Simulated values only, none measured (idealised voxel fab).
process module | voxel air gaps
For reference, the cross-section in this document is cut, with width 175 nm and square cells of 5 nm.
How to read a cross-section here: the picture is a grid of square cells, written as bands going from the top down, and any band can span one or more rows of cells.
What a band's entry tells you: where the top is and where the bottom is, as heights in nm, and after that what lies inside, material by material from left to right, each with its width in nm. Empty space is written as the word "blank", and a single material marked with the word "everywhere" occupies the band from edge to edge.
All heights in this document are referenced to 0, defined as the level beneath which the wafer, as received, consists entirely of one material. The lowest band is not bounded below; it extends indefinitely downward and is written in the form "0 -> down".
Width: "30 to 40" (first number = top row, second number = bottom row, same change from row to row of cells).
Basically "nothing altered" means that step didn't change any cell in the cross-section.
The entry "Closed void entries" lists the empty spaces that cover at least 8 cells and have no open path to the top. Each is written as width x height at distance, where the distance is measured from the left edge and all three values are in nm.
Read whatever lies past the settings on a step's line as the simulator's own remark about the step.
"overlay nm", when on a step's line for a step with a mask, measures how far to the right of its planned place the mask lay; a negative measure means to the left.
[These are the steps we planned for the process]
| 1 | RECEIVE [material Si] |
| 2 | CONFORMAL_DEP [material SiO2] [thk nm 15] |
| 3 | CONFORMAL_DEP [material SiCN] [thk nm 5] |
| 4 | DIRECTIONAL_DEP [material SiO2] [thk nm 30] |
| 5 | MASKED_ETCH [tone open] [mask id LINES] [width nm 20] [pitch nm 45] [etch materials SiO2] [depth nm 30] [overlay nm -15] |
| 6 | CONFORMAL_DEP [material TiN] [thk nm 5] |
| 7 | FILL_DEP [material Cu] [thk nm 10] |
| 8 | CMP [height nm 50] |
| 9 | EPI [material Ru] [thk nm 10] |
| 10 | SELECTIVE_ETCH [etch materials SiO2] [depth nm 40] |
| 11 | CONFORMAL_DEP [material SiCN] [thk nm 5] |
Be aware that, although all wafers share a common starting state, the overlay nm at step 5 differs among them, and the plan displays the first wafer's value.
[first wafer as received, after step 1]
0 -> down: Si everywhere
Closed void entries: none
[Wafer cross-section (first of several) - module end, post step 11 (last step)]
65 -> 60: 140 SiCN / 35 blank
60 -> 50: 5 SiCN / 40 Ru / 5 SiCN / 40 Ru / 5 SiCN / 40 Ru / 5 SiCN / 35 blank
50 -> 45: 15 SiCN / 5 TiN / 10 Cu / 5 TiN / 25 SiCN / 5 TiN / 10 Cu / 5 TiN / 25 SiCN / 5 TiN / 10 Cu / 5 TiN / 15 SiCN / 35 blank
45 -> 25: 10 blank / 5 SiCN / 5 TiN / 10 Cu / 5 TiN / 5 SiCN / 15 blank / 5 SiCN / 5 TiN / 10 Cu / 5 TiN / 5 SiCN / 15 blank / 5 SiCN / 5 TiN / 10 Cu / 5 TiN / 5 SiCN / 45 blank
25 -> 20: 15 SiCN / 20 TiN / 25 SiCN / 20 TiN / 25 SiCN / 20 TiN / 50 SiCN
20 -> 15: SiCN everywhere
15 -> 0: SiO2 everywhere
0 -> down: Si everywhere
Closed void entries: 10 x 20 at 0; 15 x 20 at 40; 15 x 20 at 85
[Sectional view of the last wafer upon completion of the module]
65 -> 60: 30 blank / 140 SiCN / 5 blank
60 -> 50: 30 blank / 5 SiCN / 40 Ru / 5 SiCN / 40 Ru / 5 SiCN / 40 Ru / 5 SiCN / 5 blank
50 -> 45: 30 blank / 15 SiCN / 5 TiN / 10 Cu / 5 TiN / 25 SiCN / 5 TiN / 10 Cu / 5 TiN / 25 SiCN / 5 TiN / 10 Cu / 5 TiN / 15 SiCN / 5 blank
45 -> 25: 40 blank / 5 SiCN / 5 TiN / 10 Cu / 5 TiN / 5 SiCN / 15 blank / 5 SiCN / 5 TiN / 10 Cu / 5 TiN / 5 SiCN / 15 blank / 5 SiCN / 5 TiN / 10 Cu / 5 TiN / 5 SiCN / 15 blank
25 -> 20: 45 SiCN / 20 TiN / 25 SiCN / 20 TiN / 25 SiCN / 20 TiN / 20 SiCN
20 -> 15: SiCN everywhere
15 -> 0: SiO2 everywhere
0 -> down: Si everywhere
Closed void entries: 15 x 20 at 70; 15 x 20 at 115
[Below, a row for every wafer. Read it as the end-of-module picture: for each material the wafer shows its cells gained (+) or lost (-) since it was received, and then its closed voids]
overlay nm -15; +30 Cu; +48 Ru; +134 SiCN; +105 SiO2; +42 TiN; Closed void entries: 10 x 20 at 0; 15 x 20 at 40; 15 x 20 at 85
overlay nm -10; +30 Cu; +48 Ru; +134 SiCN; +105 SiO2; +42 TiN; Closed void entries: 15 x 20 at 45; 15 x 20 at 90
overlay nm -5; +30 Cu; +48 Ru; +134 SiCN; +105 SiO2; +42 TiN; Closed void entries: 15 x 20 at 50; 15 x 20 at 95
overlay nm 0; +30 Cu; +48 Ru; +134 SiCN; +105 SiO2; +42 TiN; Closed void entries: 15 x 20 at 55; 15 x 20 at 100
overlay nm 5; +30 Cu; +48 Ru; +134 SiCN; +105 SiO2; +42 TiN; Closed void entries: 15 x 20 at 60; 15 x 20 at 105
overlay nm 10; +30 Cu; +48 Ru; +134 SiCN; +105 SiO2; +42 TiN; Closed void entries: 15 x 20 at 65; 15 x 20 at 110
overlay nm 15; +30 Cu; +48 Ru; +134 SiCN; +105 SiO2; +42 TiN; Closed void entries: 15 x 20 at 70; 15 x 20 at 115
